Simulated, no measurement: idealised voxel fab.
Process module, titled voxel capacitor over wiring
Section shown: cut. Width: 180 nm. Cell size: 5 nm, square.
Throughout this document, each cross-section is represented as a grid of square cells and is presented as a sequence of bands enumerated from the top downward, where a band comprises one or more rows of cells. What a band's entry tells you: where the top is and where the bottom is, as heights in nm, and after that what lies inside, material by material from left to right, each with its width in nm. Empty space is written as the word "blank", and a single material marked with the word "full width" occupies the band from edge to edge. We count height from 0. Below that, the starting wafer is all one material. The lowest band never ends at the bottom but goes on down; see "0 nm and below" for how that is written. It should be noted that a width expressed as "30->40" varies in equal increments from row to row of cells within the band, taking the value of the first number at the top row and that of the second number at the bottom row. Where a step carries "nothing altered", the cross-section came out of it unchanged, cell for cell. Basically, "Enclosed cavity list" tells you about the enclosed voids: empty spaces with no open way to the top, 8 cells or bigger, each written width x height at distance, where distance is from the left edge, all in nm. If you see something after the settings on a step's line, that's the simulator's own remark about that step. Regarding "overlay nm": on a step with a mask, it is the distance the mask lay to the right of its planned place; a negative value places it to the left.
Process steps - plan
| 1 | op RECEIVE | material Si |
| 2 | op CONFORMAL_DEP | material SiO2 | thk nm 10 |
| 3 | op CONFORMAL_DEP | material SiCN | thk nm 5 |
| 4 | op DIRECTIONAL_DEP | material lowk | thk nm 20 |
| 5 | op MASKED_ETCH | tone open | mask id METAL_1 | width nm 25 | pitch nm 95 | etch materials lowk | depth nm 20 | overlay nm 0 |
| 6 | op MASKED_ETCH | tone open | mask id METAL_1 | width nm 25 | pitch nm 95 | etch materials SiCN | depth nm 5 | overlay nm 0 |
| 7 | op CONFORMAL_DEP | material TiN | thk nm 5 |
| 8 | op FILL_DEP | material Cu | thk nm 5 |
| 9 | op CMP | height nm 35 |
| 10 | op CONFORMAL_DEP | material SiCN | thk nm 5 |
| 11 | op DIRECTIONAL_DEP | material SiO2 | thk nm 20 |
| 12 | op MASKED_ETCH | tone open | mask id PLUG_1 | width nm 15 | etch materials SiO2 | depth nm 20 | overlay nm 0 |
| 13 | op MASKED_ETCH | tone open | mask id PLUG_1 | width nm 15 | etch materials SiCN | depth nm 5 | overlay nm 0 |
| 14 | op CONFORMAL_DEP | material TiN | thk nm 5 |
| 15 | op FILL_DEP | material W | thk nm 10 |
| 16 | op CMP | height nm 60 |
| 17 | op DIRECTIONAL_DEP | material TiN | thk nm 10 |
| 18 | op DIRECTIONAL_DEP | material SiN | thk nm 5 |
| 19 | op DIRECTIONAL_DEP | material TiN | thk nm 5 |
| 20 | op DIRECTIONAL_DEP | material aC | thk nm 15 |
| 21 | op PATTERN | tone cover | mask id UPPER_PLATE | material resist | width nm 75 | thk nm 30 | overlay nm 0 |
| 22 | op DIRECTIONAL_ETCH | etch materials aC | depth nm 15 |
| 23 | op STRIP | etch materials resist |
| 24 | op DIRECTIONAL_ETCH | etch materials TiN | depth nm 5 |
| 25 | op DIRECTIONAL_ETCH | etch materials SiN | depth nm 5 |
| 26 | op STRIP | etch materials aC |
| 27 | op PATTERN | tone cover | mask id LOWER_PLATE | material resist | width nm 85 | thk nm 15 | overlay nm 0 |
| 28 | op DIRECTIONAL_ETCH | etch materials TiN | depth nm 10 |
| 29 | op STRIP | etch materials resist |
| 30 | op FILL_DEP | material SiO2 | thk nm 15 |
| 31 | op CMP | height nm 90 |
| 32 | op DIRECTIONAL_DEP | material aC | thk nm 15 |
| 33 | op PATTERN | tone open | mask id PLUG_2 | material resist | width nm 15 | thk nm 35 | overlay nm 0 |
| 34 | op DIRECTIONAL_ETCH | etch materials aC | depth nm 15 |
| 35 | op STRIP | etch materials resist |
| 36 | op DIRECTIONAL_ETCH | etch materials SiO2 | depth nm 10 |
| 37 | op STRIP | etch materials aC |
| 38 | op CONFORMAL_DEP | material TiN | thk nm 5 |
| 39 | op FILL_DEP | material W | thk nm 10 |
| 40 | op CMP | height nm 90 |
| 41 | op CONFORMAL_DEP | material SiCN | thk nm 5 |
Concerning the first of two wafers, which was run in accordance with the plan
Incoming wafer in cross-section (state: after step 1)
0 nm and below  Si full width
Enclosed cavity list: none
The wafer, seen in cross-section, after step 2
10 nm to 0 nm  SiO2 full width
All layers under 0 are left as they were.
The wafer, seen in cross-section, after step 3
15 nm to 10 nm  SiCN full width
All layers under 10 are left as they were.
The wafer, seen in cross-section, after step 4
35 nm to 15 nm  lowk full width
All layers under 15 are left as they were.
The wafer, seen in cross-section, after step 5
35 nm to 15 nm  30 lowk; 25 blank; 70 lowk; 25 blank; 30 lowk
All layers under 15 are left as they were.
The wafer, seen in cross-section, after step 6
35 nm to 15 nm  30 lowk; 25 blank; 70 lowk; 25 blank; 30 lowk
15 nm to 10 nm  30 SiCN; 25 blank; 70 SiCN; 25 blank; 30 SiCN
All layers under 10 are left as they were.
The wafer, seen in cross-section, after step 7
40 nm to 35 nm  35 TiN; 15 blank; 80 TiN; 15 blank; 35 TiN
35 nm to 15 nm  30 lowk; 5 TiN; 15 blank; 5 TiN; 70 lowk; 5 TiN; 15 blank; 5 TiN; 30 lowk
15 nm to 10 nm  30 SiCN; 25 TiN; 70 SiCN; 25 TiN; 30 SiCN
All layers under 10 are left as they were.
The wafer, seen in cross-section, after step 8
45 nm to 40 nm  Cu full width
40 nm to 35 nm  35 TiN; 15 Cu; 80 TiN; 15 Cu; 35 TiN
35 nm to 15 nm  30 lowk; 5 TiN; 15 Cu; 5 TiN; 70 lowk; 5 TiN; 15 Cu; 5 TiN; 30 lowk
All layers under 15 are left as they were.
The wafer, seen in cross-section, after step 9
35 nm to 15 nm  30 lowk; 5 TiN; 15 Cu; 5 TiN; 70 lowk; 5 TiN; 15 Cu; 5 TiN; 30 lowk
All layers under 15 are left as they were.
The wafer, seen in cross-section, after step 10
40 nm to 35 nm  SiCN full width
All layers under 35 are left as they were.
The wafer, seen in cross-section, after step 11
60 nm to 40 nm  SiO2 full width
All layers under 40 are left as they were.
The wafer, seen in cross-section, after step 12
60 nm to 40 nm  40 SiO2; 15 blank; 125 SiO2
All layers under 40 are left as they were.
The wafer, seen in cross-section, after step 13
60 nm to 40 nm  40 SiO2; 15 blank; 125 SiO2
40 nm to 35 nm  40 SiCN; 15 blank; 125 SiCN
All layers under 35 are left as they were.
The wafer, seen in cross-section, after step 14
65 nm to 60 nm  45 TiN; 5 blank; 130 TiN
60 nm to 40 nm  40 SiO2; 5 TiN; 5 blank; 5 TiN; 125 SiO2
40 nm to 35 nm  40 SiCN; 15 TiN; 125 SiCN
All layers under 35 are left as they were.
The wafer, seen in cross-section, after step 15
75 nm to 65 nm  W full width
65 nm to 60 nm  45 TiN; 5 W; 130 TiN
60 nm to 40 nm  40 SiO2; 5 TiN; 5 W; 5 TiN; 125 SiO2
All layers under 40 are left as they were.
The wafer, seen in cross-section, after step 16
60 nm to 40 nm  40 SiO2; 5 TiN; 5 W; 5 TiN; 125 SiO2
All layers under 40 are left as they were.
The wafer, seen in cross-section, after step 17
70 nm to 60 nm  TiN full width
All layers under 60 are left as they were.
The wafer, seen in cross-section, after step 18
75 nm to 70 nm  SiN full width
All layers under 70 are left as they were.
The wafer, seen in cross-section, after step 19
80 nm to 75 nm  TiN full width
All layers under 75 are left as they were.
The wafer, seen in cross-section, after step 20
95 nm to 80 nm  aC full width
All layers under 80 are left as they were.
The wafer, seen in cross-section, after step 21
125 nm to 95 nm  40 blank; 75 resist; 65 blank
All layers under 95 are left as they were.
The wafer, seen in cross-section, after step 22
110 nm to 95 nm  40 blank; 75 resist; 65 blank
95 nm to 80 nm  40 blank; 75 aC; 65 blank
All layers under 80 are left as they were.
The wafer, seen in cross-section, after step 23
95 nm to 80 nm  40 blank; 75 aC; 65 blank
All layers under 80 are left as they were.
The wafer, seen in cross-section, after step 24
95 nm to 80 nm  40 blank; 75 aC; 65 blank
80 nm to 75 nm  40 blank; 75 TiN; 65 blank
All layers under 75 are left as they were.
The wafer, seen in cross-section, after step 25
95 nm to 80 nm  40 blank; 75 aC; 65 blank
80 nm to 75 nm  40 blank; 75 TiN; 65 blank
75 nm to 70 nm  40 blank; 75 SiN; 65 blank
All layers under 70 are left as they were.
The wafer, seen in cross-section, after step 26
80 nm to 75 nm  40 blank; 75 TiN; 65 blank
All layers under 75 are left as they were.
The wafer, seen in cross-section, after step 27
95 nm to 80 nm  35 blank; 85 resist; 60 blank
80 nm to 75 nm  35 blank; 5 resist; 75 TiN; 5 resist; 60 blank
75 nm to 70 nm  35 blank; 5 resist; 75 SiN; 5 resist; 60 blank
All layers under 70 are left as they were.
The wafer, seen in cross-section, after step 28
95 nm to 80 nm  35 blank; 85 resist; 60 blank
80 nm to 75 nm  35 blank; 5 resist; 75 TiN; 5 resist; 60 blank
75 nm to 70 nm  35 blank; 5 resist; 75 SiN; 5 resist; 60 blank
70 nm to 60 nm  35 blank; 85 TiN; 60 blank
All layers under 60 are left as they were.
The wafer, seen in cross-section, after step 29
80 nm to 75 nm  40 blank; 75 TiN; 65 blank
75 nm to 70 nm  40 blank; 75 SiN; 65 blank
All layers under 70 are left as they were.
The wafer, seen in cross-section, after step 30
95 nm to 80 nm  SiO2 full width
80 nm to 75 nm  40 SiO2; 75 TiN; 65 SiO2
75 nm to 70 nm  40 SiO2; 75 SiN; 65 SiO2
70 nm to 60 nm  35 SiO2; 85 TiN; 60 SiO2
All layers under 60 are left as they were.
The wafer, seen in cross-section, after step 31
90 nm to 80 nm  SiO2 full width
All layers under 80 are left as they were.
The wafer, seen in cross-section, after step 32
105 nm to 90 nm  aC full width
All layers under 90 are left as they were.
The wafer, seen in cross-section, after step 33
140 nm to 105 nm  50 resist; 15 blank; 115 resist
All layers under 105 are left as they were.
The wafer, seen in cross-section, after step 34
125 nm to 105 nm  50 resist; 15 blank; 115 resist
105 nm to 90 nm  50 aC; 15 blank; 115 aC
All layers under 90 are left as they were.
The wafer, seen in cross-section, after step 35
105 nm to 90 nm  50 aC; 15 blank; 115 aC
All layers under 90 are left as they were.
The wafer, seen in cross-section, after step 36
105 nm to 90 nm  50 aC; 15 blank; 115 aC
90 nm to 80 nm  50 SiO2; 15 blank; 115 SiO2
All layers under 80 are left as they were.
The wafer, seen in cross-section, after step 37
90 nm to 80 nm  50 SiO2; 15 blank; 115 SiO2
All layers under 80 are left as they were.
The wafer, seen in cross-section, after step 38
95 nm to 90 nm  55 TiN; 5 blank; 120 TiN
90 nm to 85 nm  50 SiO2; 5 TiN; 5 blank; 5 TiN; 115 SiO2
85 nm to 75 nm  50->40 SiO2; 15->75 TiN; 115->65 SiO2
All layers under 75 are left as they were.
The wafer, seen in cross-section, after step 39
105 nm to 95 nm  W full width
95 nm to 90 nm  55 TiN; 5 W; 120 TiN
90 nm to 85 nm  50 SiO2; 5 TiN; 5 W; 5 TiN; 115 SiO2
All layers under 85 are left as they were.
The wafer, seen in cross-section, after step 40
90 nm to 85 nm  50 SiO2; 5 TiN; 5 W; 5 TiN; 115 SiO2
All layers under 85 are left as they were.
The wafer, seen in cross-section, after step 41
95 nm to 90 nm  SiCN full width
All layers under 90 are left as they were.
The second wafer began exactly as the first did and followed the same plan, but one mistake was made while running it; through step 24 inclusive, the two wafers are identical
Planned end of step 25: second wafer, cross-section
95 nm to 80 nm  40 blank; 75 aC; 65 blank
80 nm to 75 nm  40 blank; 75 TiN; 65 blank
75 nm to 70 nm  40 blank; 75 SiN; 65 blank
All layers under 70 are left as they were.
Planned end of step 26: second wafer, cross-section
80 nm to 75 nm  40 blank; 75 TiN; 65 blank
All layers under 75 are left as they were.
Planned end of step 27: second wafer, cross-section
95 nm to 80 nm  35 blank; 85 resist; 60 blank
80 nm to 75 nm  35 blank; 5 resist; 75 TiN; 5 resist; 60 blank
75 nm to 70 nm  35 blank; 5 resist; 75 SiN; 5 resist; 60 blank
All layers under 70 are left as they were.
Planned end of step 28: second wafer, cross-section
95 nm to 80 nm  35 blank; 85 resist; 60 blank
80 nm to 75 nm  35 blank; 5 resist; 75 TiN; 5 resist; 60 blank
75 nm to 70 nm  35 blank; 5 resist; 75 SiN; 5 resist; 60 blank
70 nm to 60 nm  35 blank; 85 TiN; 60 blank
All layers under 60 are left as they were.
Planned end of step 29: second wafer, cross-section
80 nm to 75 nm  40 blank; 75 TiN; 65 blank
75 nm to 70 nm  40 blank; 75 SiN; 65 blank
All layers under 70 are left as they were.
Planned end of step 30: second wafer, cross-section
95 nm to 80 nm  SiO2 full width
80 nm to 75 nm  40 SiO2; 75 TiN; 65 SiO2
75 nm to 70 nm  40 SiO2; 75 SiN; 65 SiO2
70 nm to 60 nm  35 SiO2; 85 TiN; 60 SiO2
All layers under 60 are left as they were.
Planned end of step 31: second wafer, cross-section
90 nm to 80 nm  SiO2 full width
All layers under 80 are left as they were.
Planned end of step 32: second wafer, cross-section
105 nm to 90 nm  aC full width
All layers under 90 are left as they were.
Planned end of step 33: second wafer, cross-section
140 nm to 105 nm  50 resist; 15 blank; 115 resist
All layers under 105 are left as they were.
Planned end of step 34: second wafer, cross-section
125 nm to 105 nm  50 resist; 15 blank; 115 resist
105 nm to 90 nm  50 aC; 15 blank; 115 aC
All layers under 90 are left as they were.
Planned end of step 35: second wafer, cross-section
105 nm to 90 nm  50 aC; 15 blank; 115 aC
All layers under 90 are left as they were.
Planned end of step 36: second wafer, cross-section
105 nm to 90 nm  50 aC; 15 blank; 115 aC
90 nm to 80 nm  50 SiO2; 15 blank; 115 SiO2
All layers under 80 are left as they were.
Planned end of step 37: second wafer, cross-section
90 nm to 80 nm  50 SiO2; 15 blank; 115 SiO2
All layers under 80 are left as they were.
Planned end of step 38: second wafer, cross-section
95 nm to 90 nm  55 TiN; 5 blank; 120 TiN
90 nm to 85 nm  50 SiO2; 5 TiN; 5 blank; 5 TiN; 115 SiO2
85 nm to 75 nm  50->40 SiO2; 15->75 TiN; 115->65 SiO2
All layers under 75 are left as they were.
Planned end of step 39: second wafer, cross-section
105 nm to 95 nm  W full width
95 nm to 90 nm  55 TiN; 5 W; 120 TiN
90 nm to 85 nm  50 SiO2; 5 TiN; 5 W; 5 TiN; 115 SiO2
All layers under 85 are left as they were.
Planned end of step 40: second wafer, cross-section
90 nm to 85 nm  50 SiO2; 5 TiN; 5 W; 5 TiN; 115 SiO2
All layers under 85 are left as they were.
Planned end of step 41: second wafer, cross-section
95 nm to 90 nm  SiCN full width
All layers under 90 are left as they were.
Error vs. plan: yeah, plan step 25 got run twice
Since the two wafers finish with cross-sections that are the same, nothing this model computes is changed by the mistake.
